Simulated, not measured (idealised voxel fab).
Proc. module: voxel capacitor over wiring
Cross-section cut spans 280 nm and uses square cells 5 nm in size.
Cross-section spec: square-cell grid; bands listed top down; each band is one or more rows. In this notation a band is specified by the heights of its top and bottom, in that order and in nm, after which its materials appear from left to right, each paired with its width in nm. The word "everywhere" attached to a single material means that material fills the band from edge to edge; the word "blank" stands for empty space. Heights are measured from 0, the level below which the as-received wafer is all one material; the lowest band has no bottom and continues downward, written as in "z 0 and below". Graded width ("30 to 40"): value in top row of band = first number; value in bottom row = second number; row-to-row change constant. When a step is marked "everything unchanged", none of the cells in the cross-section changed during that step. "Sealed void listing" enumerates empty spaces isolated from the top, with no open way to it, that contain at least 8 cells, giving each as width x height at distance from the left edge, all three in nm. Whatever follows a step's settings on its line is a remark the simulator itself makes about that step. overlay nm: right-of-plan distance of the mask on a masked step; negative values mean left-of-plan.
This section lists the process steps that were planned:
1. RECEIVE: material Si
2. CONFORMAL_DEP: material SiO2, thk nm 15
3. CONFORMAL_DEP: material SiCN, thk nm 5
4. DIRECTIONAL_DEP: material lowk, thk nm 25
5. PATTERN: tone open, mask id METAL_1, material resist, width nm 20, pitch nm 90, thk nm 15, overlay nm 0
6. DIRECTIONAL_ETCH: etch materials lowk, depth nm 25
7. DIRECTIONAL_ETCH: etch materials SiCN, depth nm 5
8. STRIP: etch materials resist
9. CONFORMAL_DEP: material TiN, thk nm 5
10. FILL_DEP: material W, thk nm 5
11. CMP: height nm 45
12. EPI: material Ru, thk nm 5
13. FILL_DEP: material SiCN, thk nm 5
14. DIRECTIONAL_DEP: material SiO2, thk nm 20
15. MASKED_ETCH: tone open, mask id PLUG_1, width nm 15, etch materials SiO2, depth nm 20, overlay nm 0
16. MASKED_ETCH: tone open, mask id PLUG_1, width nm 15, etch materials SiCN, depth nm 5, overlay nm 0
17. CONFORMAL_DEP: material TiN, thk nm 5
18. FILL_DEP: material W, thk nm 10
19. CMP: height nm 75
20. DIRECTIONAL_DEP: material TiN, thk nm 5
21. DIRECTIONAL_DEP: material SiN, thk nm 5
22. DIRECTIONAL_DEP: material TiN, thk nm 5
23. MASKED_ETCH: tone cover, mask id UPPER_PLATE, width nm 75, etch materials TiN, depth nm 5, overlay nm 0
24. MASKED_ETCH: tone cover, mask id UPPER_PLATE, width nm 75, etch materials SiN, depth nm 5, overlay nm 0
25. MASKED_ETCH: tone cover, mask id LOWER_PLATE, width nm 85, etch materials TiN, depth nm 5, overlay nm 0
26. FILL_DEP: material SiO2, thk nm 20
27. CMP: height nm 105
28. PATTERN: tone open, mask id PLUG_2, material resist, width nm 15, thk nm 15, overlay nm 0
29. DIRECTIONAL_ETCH: etch materials SiO2, depth nm 15
30. STRIP: etch materials resist
31. CONFORMAL_DEP: material TiN, thk nm 5
32. FILL_DEP: material W, thk nm 10
33. CMP: height nm 105
34. CONFORMAL_DEP: material SiN, thk nm 5
Cross-section of the wafer upon arrival, representing the state reached after step 1:
z 0 and below = Si everywhere
Sealed void listing: none
End-of-module cross-section of the first of two wafers, processed as planned:
z 110 to 105 = SiN everywhere
z 105 to 95 = 100 of SiO2, then 5 of TiN, then 5 of W, then 5 of TiN, then 165 of SiO2
z 95 to 85 = 100 to 90 of SiO2, then 15 to 75 of TiN, then 165 to 115 of SiO2
z 85 to 80 = 90 of SiO2, then 75 of SiN, then 115 of SiO2
z 80 to 75 = 85 of SiO2, then 85 of TiN, then 110 of SiO2
z 75 to 55 = 90 of SiO2, then 5 of TiN, then 5 of W, then 5 of TiN, then 175 of SiO2
z 55 to 50 = 90 of SiCN, then 15 of TiN, then 175 of SiCN
z 50 to 45 = 80 of SiCN, then 30 of Ru, then 60 of SiCN, then 30 of Ru, then 80 of SiCN
z 45 to 20 = 85 of lowk, then 5 of TiN, then 10 of W, then 5 of TiN, then 70 of lowk, then 5 of TiN, then 10 of W, then 5 of TiN, then 85 of lowk
z 20 to 15 = 85 of SiCN, then 20 of TiN, then 70 of SiCN, then 20 of TiN, then 85 of SiCN
z 15 to 0 = SiO2 everywhere
z 0 and below = Si everywhere
Sealed void listing: none
Here is the second of the two wafers cut open at the end of the module - same start, same plan as the first one, but we made one mistake running it:
z 110 to 105 = SiN everywhere
z 105 to 95 = 100 of SiO2, then 5 of TiN, then 5 of W, then 5 of TiN, then 165 of SiO2
z 95 to 85 = 100 to 90 of SiO2, then 15 to 75 of TiN, then 165 to 115 of SiO2
z 85 to 80 = 90 of SiO2, then 75 of SiN, then 115 of SiO2
z 80 to 75 = 85 of SiO2, then 85 of TiN, then 110 of SiO2
z 75 to 55 = 90 of SiO2, then 5 of TiN, then 5 of W, then 5 of TiN, then 175 of SiO2
z 55 to 50 = 90 of SiCN, then 15 of TiN, then 175 of SiCN
z 50 to 45 = 80 of SiCN, then 30 of Ru, then 60 of SiCN, then 30 of Ru, then 80 of SiCN
z 45 to 40 = 85 of SiCN, then 20 of TiN, then 70 of SiCN, then 20 of TiN, then 85 of SiCN
z 40 to 15 = lowk everywhere
z 15 to 0 = SiO2 everywhere
z 0 and below = Si everywhere
Sealed void listing: none
Plan not followed: steps 3 and 4 of the plan were each performed in the slot designated for the other
In the final state, the cell counts of the second wafer exceed or fall short of those of the first for the following materials: -20 TiN; -20 W; +40 lowk
